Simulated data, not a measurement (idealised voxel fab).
The following process module bears the name voxel plated lines.
The figure presents cross-section cut, which has a width of 265 nm and is divided into square cells with an edge length of 5 nm.
A cross-section in this document is a grid of square cells, and it is written down as bands, the top band listed before the ones below it; a band is made up of one or more rows of cells. Band: top height; bottom height; in nm. Then, left to right: material with width in nm, for each material. "everywhere": a single material spanning edge to edge. "blank": empty space. A quick word on heights: they are counted from 0, and under that level the wafer as it came to us is one material throughout. The lowest band is different from the rest in having no bottom; it simply continues downward, written as in "top 0, no bottom". The expression "30..40" gives the width at the extremes of the band, the first number at its top row of cells and the second at its bottom row, with the width changing by equal amounts from each row to the next in between. You'll sometimes find "nothing got changed" written for a step, and that's the way of saying that nowhere in the cross-section did a cell change during that step. "Enclosed internal cavities" - sealed voids, min. 8 cells, no opening to top; format: width x height at distance (distance from left edge; nm throughout). Text after the settings on a step's line: the simulator's own remark on that step. The optional step-line setting "overlay nm" applies to steps with a mask and quantifies how far to the right of its planned location the mask lay, a negative value indicating leftward placement.

## So here's the lineup of process steps we planned
1. RECEIVE: material Si
2. CONFORMAL_DEP: material SiO2, thk nm 15
3. DIRECTIONAL_DEP: material TiN, thk nm 5
4. PATTERN: tone open, mask id LINES, material resist, width nm 20, pitch nm 50, thk nm 20, overlay nm 0
5. EPI: material Ru, thk nm 5
6. STRIP: etch materials resist
7. DIRECTIONAL_ETCH: etch materials TiN, depth nm 5
8. CONFORMAL_DEP: material SiN, thk nm 10

## Shown in cross-section is the wafer as received, that is, as it stands after step 1
> top 0, no bottom | Si everywhere
> Enclosed internal cavities: none

## Result of the module, cross-sectioned: start per above, plan per above, one error in how it was run
> top 25, bottom 15 | 35 of blank, then 40 of SiN, then 10 of blank, then 40 of SiN, then 10 of blank, then 40 of SiN, then 10 of blank, then 40 of SiN, then 40 of blank
> top 15, bottom 10 | 45 of SiN, then 20 of Ru, then 30 of SiN, then 20 of Ru, then 30 of SiN, then 20 of Ru, then 30 of SiN, then 20 of Ru, then 50 of SiN
> top 10, bottom 5 | 45 of SiN, then 20 of TiN, then 30 of SiN, then 20 of TiN, then 30 of SiN, then 20 of TiN, then 30 of SiN, then 20 of TiN, then 50 of SiN
> top 5, bottom 0 | SiO2 everywhere
> top 0, no bottom | Si everywhere
> Enclosed internal cavities: none
Against the plan, the run slipped here: heads up, step 2 didn't go per plan, it actually ran as CONFORMAL_DEP: material SiO2, thk nm 5
